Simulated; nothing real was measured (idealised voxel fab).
process module | voxel released beams
cross-section cut | 295 nm wide | cells 5 nm
A cross-section is a grid of square cells, given in bands from the top down. A band is one or more rows of cells.
Each band's line starts with the height of the band's top and of its bottom, in nm. Then come its materials from left to right, each with its width in nm. One material with "throughout" fills the band from edge to edge. "air" is empty space.
Height 0 is the level under which the wafer as received is all one material. The lowest band goes on downwards, as in "0 down".
A width such as "30 to 40" changes by the same amount from each row of cells to the next, from the band's top row to its bottom row.
"no change" after a step means that no cell of the cross-section changed.
closed voids: empty space of 8 cells or more with no open way to the top, each as width x height at its distance from the left edge, in nm
after a step's settings: what the simulator itself notes on the step
overlay nm, on a step with a mask: how far to the right of its planned place the mask lay; to the left if negative
plan
1 op RECEIVE | material Si
2 op CONFORMAL_DEP | material SiN | thk nm 5
3 op DIRECTIONAL_DEP | material SiO2 | thk nm 10
4 op MASKED_ETCH | tone open | mask id ANCHOR | width nm 45 | etch materials SiO2 | depth nm 10 | overlay nm 0
5 op CONFORMAL_DEP | material TiN | thk nm 15
6 op PATTERN | tone cover | mask id BEAM | material resist | width nm 105 | thk nm 15 | overlay nm 0
7 op DIRECTIONAL_ETCH | etch materials TiN | depth nm 15
8 op STRIP | etch materials resist
9 op STRIP | etch materials SiO2
first wafer, as planned
as received, after step 1
  0 down: Si throughout
  closed voids: none
after step 2
  5 to 0: SiN throughout
  below 0: unchanged
after step 3
  15 to 5: SiO2 throughout
  below 5: unchanged
after step 4
  15 to 5: SiO2 95 | air 45 | SiO2 155
  below 5: unchanged
after step 5
  30 to 20: TiN 110 | air 15 | TiN 170
  20 to 15: TiN throughout
  15 to 5: SiO2 95 | TiN 45 | SiO2 155
  below 5: unchanged
after step 6
  45 to 30: air 90 | resist 105 | air 100
  30 to 20: TiN 110 | resist 15 | TiN 170
  below 20: unchanged
after step 7
  45 to 30: air 90 | resist 105 | air 100
  30 to 20: air 90 | TiN 20 | resist 15 | TiN 70 | air 100
  20 to 15: air 90 | TiN 105 | air 100
  below 15: unchanged
after step 8
  30 to 20: air 90 | TiN 20 | air 15 | TiN 70 | air 100
  below 20: unchanged
after step 9
  30 to 20: air 90 | TiN 20 | air 15 | TiN 70 | air 100
  20 to 15: air 90 | TiN 105 | air 100
  15 to 5: air 95 | TiN 45 | air 155
  below 5: unchanged
second wafer: like start, like plan, one mistake. Through step 5 it matches the first wafer
when step 6 should have ended
  45 to 30: air 95 | resist 100 | air 100
  30 to 20: TiN 110 | resist 15 | TiN 170
  below 20: unchanged
when step 7 should have ended
  45 to 30: air 95 | resist 100 | air 100
  30 to 20: air 95 | TiN 15 | resist 15 | TiN 70 | air 100
  20 to 15: air 95 | TiN 100 | air 100
  below 15: unchanged
when step 8 should have ended
  30 to 20: air 95 | TiN 15 | air 15 | TiN 70 | air 100
  below 20: unchanged
when step 9 should have ended
  30 to 20: air 95 | TiN 15 | air 15 | TiN 70 | air 100
  20 to 15: air 95 | TiN 100 | air 100
  15 to 5: air 95 | TiN 45 | air 155
  below 5: unchanged
what went wrong: step 6 ran as: op PATTERN | tone cover | mask id BEAM | material resist | width nm 100 | thk nm 15 | overlay nm 0
at the end the second wafer has, in cells: 3 fewer of TiN
